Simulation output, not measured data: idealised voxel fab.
This section sets out a process module, namely voxel capacitor over wiring.
Square cells of 5 nm make up the cross-section cut, whose width is 215 nm.
Reading order for cross-sections: top band down to bottom band. Underlying form: a grid of square cells. Band size: one or more rows of cells.
In this notation a band is specified by the heights of its top and bottom, in that order and in nm, after which its materials appear from left to right, each paired with its width in nm. The word "throughout" attached to a single material means that material fills the band from edge to edge; the word "blank" stands for empty space.
A quick word on heights: they are counted from 0, and under that level the wafer as it came to us is one material throughout. The lowest band is different from the rest in having no bottom; it simply continues downward, written as in "top 0, no bottom".
The notation "30->40" denotes a width that varies across the rows of cells in the band, beginning at the first number in the top row, finishing at the second number in the bottom row, and changing by an identical amount from each row to the next.
No cell of the cross-section changed in a step that is given as "identical to before".
"Unvented cavities": empty spaces of 8 cells or more with no open way to the top, each given as width x height at distance, distance from the left edge, all in nm.
Where a step's line continues beyond its settings, the continuation is a remark by the simulator itself on that step.
You can add "overlay nm" to a step's line. For a step with a mask, it describes how far the mask lay to the right of its planned position, and a negative number describes a lay to the left.
Planned process steps
step 1: RECEIVE [material Si]
step 2: CONFORMAL_DEP [material SiO2] [thk nm 10]
step 3: DIRECTIONAL_DEP [material TiN] [thk nm 5]
step 4: DIRECTIONAL_DEP [material W] [thk nm 15]
step 5: PATTERN [tone cover] [mask id METAL_1] [material resist] [width nm 25] [pitch nm 95] [thk nm 20] [overlay nm 0]
step 6: DIRECTIONAL_ETCH [etch materials W] [depth nm 15]
step 7: DIRECTIONAL_ETCH [etch materials TiN] [depth nm 5]
step 8: STRIP [etch materials resist]
step 9: CONFORMAL_DEP [material SiN] [thk nm 5]
step 10: FILL_DEP [material lowk] [thk nm 5]
step 11: CMP [height nm 30]
step 12: CONFORMAL_DEP [material SiCN] [thk nm 5]
step 13: DIRECTIONAL_DEP [material lowk] [thk nm 10]
step 14: PATTERN [tone open] [mask id PLUG_1] [material resist] [width nm 15] [thk nm 20] [overlay nm 0]
step 15: DIRECTIONAL_ETCH [etch materials lowk] [depth nm 10]
step 16: DIRECTIONAL_ETCH [etch materials SiCN] [depth nm 5]
step 17: STRIP [etch materials resist]
step 18: CONFORMAL_DEP [material TiN] [thk nm 5]
step 19: FILL_DEP [material Ru] [thk nm 10]
step 20: CMP [height nm 45]
step 21: DIRECTIONAL_DEP [material TiN] [thk nm 10]
step 22: DIRECTIONAL_DEP [material SiN] [thk nm 5]
step 23: DIRECTIONAL_DEP [material TiN] [thk nm 5]
step 24: MASKED_ETCH [tone cover] [mask id UPPER_PLATE] [width nm 75] [etch materials TiN] [depth nm 5] [overlay nm 0]
step 25: MASKED_ETCH [tone cover] [mask id UPPER_PLATE] [width nm 75] [etch materials SiN] [depth nm 5] [overlay nm 0]
step 26: DIRECTIONAL_DEP [material aC] [thk nm 10]
step 27: PATTERN [tone cover] [mask id LOWER_PLATE] [material resist] [width nm 85] [thk nm 30] [overlay nm 0]
step 28: DIRECTIONAL_ETCH [etch materials aC] [depth nm 10]
step 29: STRIP [etch materials resist]
step 30: DIRECTIONAL_ETCH [etch materials TiN] [depth nm 10]
step 31: STRIP [etch materials aC]
step 32: FILL_DEP [material SiO2] [thk nm 15]
step 33: CMP [height nm 75]
step 34: PATTERN [tone open] [mask id PLUG_2] [material resist] [width nm 15] [thk nm 20] [overlay nm 0]
step 35: DIRECTIONAL_ETCH [etch materials SiO2] [depth nm 10]
step 36: STRIP [etch materials resist]
step 37: CONFORMAL_DEP [material TiN] [thk nm 5]
step 38: FILL_DEP [material Ru] [thk nm 5]
step 39: CMP [height nm 75]
step 40: CONFORMAL_DEP [material SiCN] [thk nm 5]
Step 1 complete: cross-section of the wafer as received
	top 0, no bottom: Si throughout
	Unvented cavities: none
Look at the cross-section after the module: the wafer started out the way shown above and the plan was the one shown above, yet one mistake was made along the way
	top 80, bottom 75: SiCN throughout
	top 75, bottom 70: SiO2 (65), then TiN (5), then Ru (5), then TiN (5), then SiO2 (135)
	top 70, bottom 65: SiO2 (65), then TiN (15), then SiO2 (135)
	top 65, bottom 60: SiO2 throughout
	top 60, bottom 55: SiO2 (55), then SiN (75), then SiO2 (85)
	top 55, bottom 45: TiN (50), then SiO2 (5), then TiN (75), then SiO2 (5), then TiN (80)
	top 45, bottom 35: lowk (55), then TiN (5), then Ru (5), then TiN (5), then lowk (145)
	top 35, bottom 30: SiCN (55), then TiN (15), then SiCN (145)
	top 30, bottom 15: lowk (40), then SiN (5), then W (25), then SiN (5), then lowk (60), then SiN (5), then W (25), then SiN (5), then lowk (45)
	top 15, bottom 10: SiN (45), then TiN (25), then SiN (70), then TiN (25), then SiN (50)
	top 10, bottom 0: SiO2 throughout
	top 0, no bottom: Si throughout
	Unvented cavities: none
Error vs. plan: contrary to plan, step 27 was performed as PATTERN [tone open] [mask id LOWER_PLATE] [material resist] [width nm 85] [thk nm 30] [overlay nm 0]
